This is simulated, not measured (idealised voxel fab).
Process module under the name voxel capacitor over wiring
The width of the displayed cross-section, cut, is 210 nm; its cells are square, with a size of 5 nm.
Square cells in a grid make up a cross-section in this document, and the grid is given as bands, listed from the top down, each one or more rows of cells.
It is stipulated that each band's entry specify, in nanometres, the height of the top of the band and then that of its bottom, followed by the materials of the band in left-to-right sequence, each together with its width in nanometres. A single material marked by the word "edge to edge" is understood to fill the band from edge to edge; the word "empty" is understood to denote empty space.
Height datum 0, below which the as-received substrate wafer is one material. Lowest band open at the bottom, running downward: "from 0 down".
It should be noted that a width expressed as "30..40" varies in equal increments from row to row of cells within the band, taking the value of the first number at the top row and that of the second number at the bottom row.
"changes: none" after a step means that no cell of the cross-section changed.
"Sealed internal voids" specifies each empty space that is not open to the top and that occupies no fewer than 8 cells, using the form width x height at distance, the distance measured from the left edge and all three quantities in nm.
Step line, after settings: the simulator's comment on this step.
Each step line may optionally specify "overlay nm", which for a step with a mask gives the rightward distance between the mask's planned place and where it lay, a negative value indicating the leftward direction.
## Steps in the process plan
1) RECEIVE, material Si
2) CONFORMAL_DEP, material SiO2, thk nm 10
3) CONFORMAL_DEP, material SiCN, thk nm 5
4) DIRECTIONAL_DEP, material SiO2, thk nm 25
5) PATTERN, tone open, mask id METAL_1, material resist, width nm 25, pitch nm 80, thk nm 20, overlay nm 0
6) DIRECTIONAL_ETCH, etch materials SiO2, depth nm 25
7) DIRECTIONAL_ETCH, etch materials SiCN, depth nm 5
8) STRIP, etch materials resist
9) CONFORMAL_DEP, material TiN, thk nm 5
10) FILL_DEP, material Ru, thk nm 10
11) CMP, height nm 40
12) CONFORMAL_DEP, material SiCN, thk nm 5
13) DIRECTIONAL_DEP, material lowk, thk nm 15
14) PATTERN, tone open, mask id PLUG_1, material resist, width nm 15, thk nm 15, overlay nm 0
15) DIRECTIONAL_ETCH, etch materials lowk, depth nm 15
16) DIRECTIONAL_ETCH, etch materials SiCN, depth nm 5
17) STRIP, etch materials resist
18) EPI, material Ru, thk nm 10
19) EPI, material Ru, thk nm 10
20) DIRECTIONAL_DEP, material TiN, thk nm 10
21) DIRECTIONAL_DEP, material Al2O3, thk nm 5
22) DIRECTIONAL_DEP, material TiN, thk nm 10
23) DIRECTIONAL_DEP, material aC, thk nm 10
24) PATTERN, tone cover, mask id UPPER_PLATE, material resist, width nm 60, thk nm 25, overlay nm 0
25) DIRECTIONAL_ETCH, etch materials aC, depth nm 10
26) STRIP, etch materials resist
27) DIRECTIONAL_ETCH, etch materials TiN, depth nm 10
28) DIRECTIONAL_ETCH, etch materials Al2O3, depth nm 5
29) STRIP, etch materials aC
30) DIRECTIONAL_DEP, material aC, thk nm 15
31) PATTERN, tone cover, mask id LOWER_PLATE, material resist, width nm 70, thk nm 30, overlay nm 0
32) DIRECTIONAL_ETCH, etch materials aC, depth nm 15
33) STRIP, etch materials resist
34) DIRECTIONAL_ETCH, etch materials TiN, depth nm 10
35) STRIP, etch materials aC
36) FILL_DEP, material SiO2, thk nm 15
37) CMP, height nm 95
38) DIRECTIONAL_DEP, material aC, thk nm 10
39) PATTERN, tone open, mask id PLUG_2, material resist, width nm 15, thk nm 25, overlay nm 0
40) DIRECTIONAL_ETCH, etch materials aC, depth nm 10
41) STRIP, etch materials resist
42) DIRECTIONAL_ETCH, etch materials SiO2, depth nm 10
43) STRIP, etch materials aC
44) CONFORMAL_DEP, material TiN, thk nm 5
45) FILL_DEP, material Cu, thk nm 5
46) CMP, height nm 95
47) CONFORMAL_DEP, material SiN, thk nm 5
## Cross-section of the wafer at receipt, which is the condition after step 1
    from 0 down | Si edge to edge
    Sealed internal voids: none
## Here's the wafer cut in cross-section after the module, started and planned just like above, except one thing was done wrong in the run
    from 100 to 95 | SiN edge to edge
    from 95 to 90 | Cu: 65 / TiN: 5 / SiO2: 15 / TiN: 5 / Cu: 120
    from 90 to 85 | TiN: 70 / SiO2: 15 / TiN: 125
    from 85 to 75 | SiO2: 60 / TiN: 60 / SiO2: 90
    from 75 to 70 | SiO2: 60 / Al2O3: 60 / SiO2: 90
    from 70 to 60 | SiO2: 55 / TiN: 70 / SiO2: 85
    from 60 to 45 | lowk: 60 / Ru: 15 / lowk: 135
    from 45 to 40 | SiCN: 60 / Ru: 15 / SiCN: 135
    from 40 to 15 | SiO2: 50 / TiN: 5 / Ru: 15 / TiN: 5 / SiO2: 55 / TiN: 5 / Ru: 15 / TiN: 5 / SiO2: 55
    from 15 to 10 | SiCN: 50 / TiN: 25 / SiCN: 55 / TiN: 25 / SiCN: 55
    from 10 to 0 | SiO2 edge to edge
    from 0 down | Si edge to edge
    Sealed internal voids: none
Deviation noted in wafer processing: heads up, step 39 didn't go per plan, it actually ran as PATTERN, tone cover, mask id PLUG_2, material resist, width nm 15, thk nm 25, overlay nm 0
